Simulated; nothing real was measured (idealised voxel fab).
The process module that follows is named voxel wiring stack.
Displayed cross-section: cut, width of 230 nm, square cells sized 5 nm.
This document writes a cross-section as a grid whose cells are square, and gives it as bands, listed from the top down; one or more rows of cells form a band. Per band: top height and bottom height in nm, followed by the left-to-right materials and their widths in nm; "full width" marks a single material spanning edge to edge, "air" marks empty space. Heights are reckoned from 0. Under this level, the received wafer is all of one material. The bottommost band is open-ended downward, for example "top 0, no bottom". Read "30->40" as a graded width: first number on top, second number at the bottom, same change between each pair of neighbouring rows. Any step labelled "no change occurred" changed none of the cells in the cross-section. "Unvented voids" specifies each empty space that is not open to the top and that occupies no fewer than 8 cells, using the form width x height at distance, the distance measured from the left edge and all three quantities in nm. Formally, on a step line, whatever follows the settings is a remark that the simulator itself makes on the step. "overlay nm" answers the question of how far to the right of plan the mask lay on a step that has a mask, and when it is negative the answer is to the left.
Process steps foreseen in the plan
| 1 | RECEIVE | material Si |
| 2 | CONFORMAL_DEP | material SiO2 | thk nm 15 |
| 3 | CONFORMAL_DEP | material SiN | thk nm 5 |
| 4 | DIRECTIONAL_DEP | material SiO2 | thk nm 20 |
| 5 | DIRECTIONAL_DEP | material aC | thk nm 10 |
| 6 | PATTERN | tone open | mask id METAL_1 | material resist | width nm 20 | pitch nm 50 | thk nm 25 | overlay nm 0 |
| 7 | DIRECTIONAL_ETCH | etch materials aC | depth nm 10 |
| 8 | STRIP | etch materials resist |
| 9 | DIRECTIONAL_ETCH | etch materials SiO2 | depth nm 20 |
| 10 | DIRECTIONAL_ETCH | etch materials SiN | depth nm 5 |
| 11 | STRIP | etch materials aC |
| 12 | CONFORMAL_DEP | material TiN | thk nm 5 |
| 13 | FILL_DEP | material W | thk nm 10 |
| 14 | CMP | height nm 40 |
| 15 | EPI | material Ru | thk nm 5 |
| 16 | FILL_DEP | material SiCN | thk nm 5 |
| 17 | DIRECTIONAL_DEP | material lowk | thk nm 30 |
| 18 | MASKED_ETCH | tone open | mask id METAL_2_HOLES | width nm 15 | pitch nm 50 | etch materials lowk | depth nm 30 | overlay nm 0 |
| 19 | MASKED_ETCH | tone open | mask id METAL_2 | width nm 20 | pitch nm 50 | etch materials lowk | depth nm 5 | overlay nm 0 |
| 20 | MASKED_ETCH | tone open | mask id METAL_2 | width nm 20 | pitch nm 50 | etch materials SiCN | depth nm 5 | overlay nm 0 |
| 21 | CONFORMAL_DEP | material TiN | thk nm 5 |
| 22 | FILL_DEP | material Cu | thk nm 5 |
| 23 | CMP | height nm 80 |
| 24 | CONFORMAL_DEP | material SiCN | thk nm 5 |
| 25 | DIRECTIONAL_DEP | material lowk | thk nm 25 |
| 26 | PATTERN | tone open | mask id METAL_3 | material resist | width nm 20 | pitch nm 50 | thk nm 20 | overlay nm 0 |
| 27 | DIRECTIONAL_ETCH | etch materials lowk | depth nm 15 |
| 28 | STRIP | etch materials resist |
| 29 | PATTERN | tone open | mask id METAL_3_HOLES | material resist | width nm 15 | pitch nm 50 | thk nm 20 | overlay nm 0 |
| 30 | DIRECTIONAL_ETCH | etch materials lowk | depth nm 10 |
| 31 | DIRECTIONAL_ETCH | etch materials SiCN | depth nm 5 |
| 32 | STRIP | etch materials resist |
| 33 | CONFORMAL_DEP | material TiN | thk nm 5 |
| 34 | FILL_DEP | material Ru | thk nm 10 |
| 35 | CMP | height nm 110 |
| 36 | CONFORMAL_DEP | material SiN | thk nm 5 |
The value of depth nm given for step 19 in the plan refers to the first wafer; the wafers vary in this setting and are alike at the start.
First of several wafers, received after step 1, in cross-section
  top 0, no bottom = Si full width
  Unvented voids: none
Module end state after final step 36: cross-section of the first of several wafers
  top 115, bottom 110 = SiN full width
  top 110, bottom 100 = lowk (80); TiN (5); Ru (10); TiN (5); lowk (30); TiN (5); Ru (10); TiN (5); lowk (80)
  top 100, bottom 95 = lowk (80); TiN (5); Ru (5); TiN (10); lowk (30); TiN (5); Ru (5); TiN (10); lowk (80)
  top 95, bottom 85 = lowk (80); TiN (5); Ru (5); TiN (5); lowk (35); TiN (5); Ru (5); TiN (5); lowk (85)
  top 85, bottom 80 = SiCN (80); TiN (15); SiCN (35); TiN (15); SiCN (85)
  top 80, bottom 75 = lowk (80); TiN (5); Cu (5); TiN (10); lowk (30); TiN (5); Cu (5); TiN (10); lowk (80)
  top 75, bottom 50 = lowk (80); TiN (5); Cu (5); TiN (5); lowk (35); TiN (5); Cu (5); TiN (5); lowk (85)
  top 50, bottom 45 = SiCN (80); TiN (15); SiCN (35); TiN (15); SiCN (85)
  top 45, bottom 40 = SiCN (75); Ru (30); SiCN (20); Ru (30); SiCN (75)
  top 40, bottom 20 = SiO2 (80); TiN (5); W (10); TiN (5); SiO2 (30); TiN (5); W (10); TiN (5); SiO2 (80)
  top 20, bottom 15 = SiN (80); TiN (20); SiN (30); TiN (20); SiN (80)
  top 15, bottom 0 = SiO2 full width
  top 0, no bottom = Si full width
  Unvented voids: none
Cross-section at module completion, last wafer
  top 115, bottom 110 = SiN full width
  top 110, bottom 100 = lowk (80); TiN (5); Ru (10); TiN (5); lowk (30); TiN (5); Ru (10); TiN (5); lowk (80)
  top 100, bottom 95 = lowk (80); TiN (5); Ru (5); TiN (10); lowk (30); TiN (5); Ru (5); TiN (10); lowk (80)
  top 95, bottom 85 = lowk (80); TiN (5); Ru (5); TiN (5); lowk (35); TiN (5); Ru (5); TiN (5); lowk (85)
  top 85, bottom 80 = SiCN (80); TiN (15); SiCN (35); TiN (15); SiCN (85)
  top 80, bottom 50 = lowk (80); TiN (5); Cu (10); TiN (5); lowk (30); TiN (5); Cu (10); TiN (5); lowk (80)
  top 50, bottom 45 = SiCN (80); TiN (20); SiCN (30); TiN (20); SiCN (80)
  top 45, bottom 40 = SiCN (75); Ru (30); SiCN (20); Ru (30); SiCN (75)
  top 40, bottom 20 = SiO2 (80); TiN (5); W (10); TiN (5); SiO2 (30); TiN (5); W (10); TiN (5); SiO2 (80)
  top 20, bottom 15 = SiN (80); TiN (20); SiN (30); TiN (20); SiN (80)
  top 15, bottom 0 = SiO2 full width
  top 0, no bottom = Si full width
  Unvented voids: none
Heads up, this table goes wafer by wafer. A row tells you, at the end of the module, how many cells of each material that wafer has put on (+) or dropped (-) since it was received, and then its closed voids
depth nm 5; +12 Cu; +26 Ru; +114 SiCN; +84 SiN; +290 SiO2; +84 TiN; +16 W; +432 lowk; Unvented voids: none
depth nm 10; +14 Cu; +26 Ru; +114 SiCN; +84 SiN; +290 SiO2; +84 TiN; +16 W; +430 lowk; Unvented voids: none
depth nm 15; +16 Cu; +26 Ru; +114 SiCN; +84 SiN; +290 SiO2; +84 TiN; +16 W; +428 lowk; Unvented voids: none
depth nm 20; +18 Cu; +26 Ru; +114 SiCN; +84 SiN; +290 SiO2; +84 TiN; +16 W; +426 lowk; Unvented voids: none
depth nm 25; +20 Cu; +26 Ru; +114 SiCN; +84 SiN; +290 SiO2; +84 TiN; +16 W; +424 lowk; Unvented voids: none
depth nm 30; +24 Cu; +26 Ru; +112 SiCN; +84 SiN; +290 SiO2; +84 TiN; +16 W; +422 lowk; Unvented voids: none
